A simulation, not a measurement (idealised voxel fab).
The document below concerns the process module designated voxel tone inversion.
The width of the displayed cross-section, cut, is 285 nm; its cells are square, with a size of 5 nm.
Think of the cross-section as a grid of square cells. We describe it in bands, top to bottom, and each band covers one or more rows of those cells.
Look at the band entry: it leads with the top's height and the bottom's height in nm. Then it lists the materials left to right, with a width in nm for each. The word "full width" on a single material says that material fills the band edge to edge. The word "blank" is empty space.
Convention: height 0 is the level below which the wafer, as received, is all one material. The lowest band does not terminate at the bottom but continues downward, represented as "from 0 down".
The two numbers in a width such as "30->40" mark its ends across the band: the first belongs to the top row of cells, the second to the bottom row, and from each row to the next the width moves by the same amount.
The cross-section has no changed cell in any step marked "stayed the same".
Entry "Unvented cavities" = empty spaces >= 8 cells with no open way to the top; each as width x height at distance, distance from left edge, all nm.
Note: text after step settings on the step line = simulator remark on that step.
The setting "overlay nm" may be written on the line of a step. When the step uses a mask, the value reports how far to the right of the planned place the mask lay, and a negative value reports that it lay to the left.

Intended process steps
1 RECEIVE with material Si
2 CONFORMAL_DEP with material SiN, thk nm 5
3 DIRECTIONAL_DEP with material aC, thk nm 20
4 PATTERN with tone cover, mask id POSTS, material resist, width nm 15, pitch nm 45, thk nm 25, overlay nm 0
5 DIRECTIONAL_ETCH with etch materials aC, depth nm 20
6 STRIP with etch materials resist
7 FILL_DEP with material SiO2, thk nm 10
8 CMP with height nm 25
9 STRIP with etch materials aC
10 CONFORMAL_DEP with material TiN, thk nm 5
11 FILL_DEP with material Ru, thk nm 5
12 CMP with height nm 25
13 CONFORMAL_DEP with material SiCN, thk nm 5

Incoming wafer, cross-sectional view, post step 1
- from 0 down | Si full width
- Unvented cavities: none

Same starting wafer, same plan as above, one mistake in the execution; this is the cross-section at the end of the module
- from 30 to 25 | SiCN full width
- from 25 to 20 | SiO2 full width
- from 20 to 0 | SiO2 (110), then aC (15), then SiO2 (30), then aC (15), then SiO2 (115)
- from 0 down | Si full width
- Unvented cavities: none
Processing error: step 2 of the plan got skipped, so it never ran
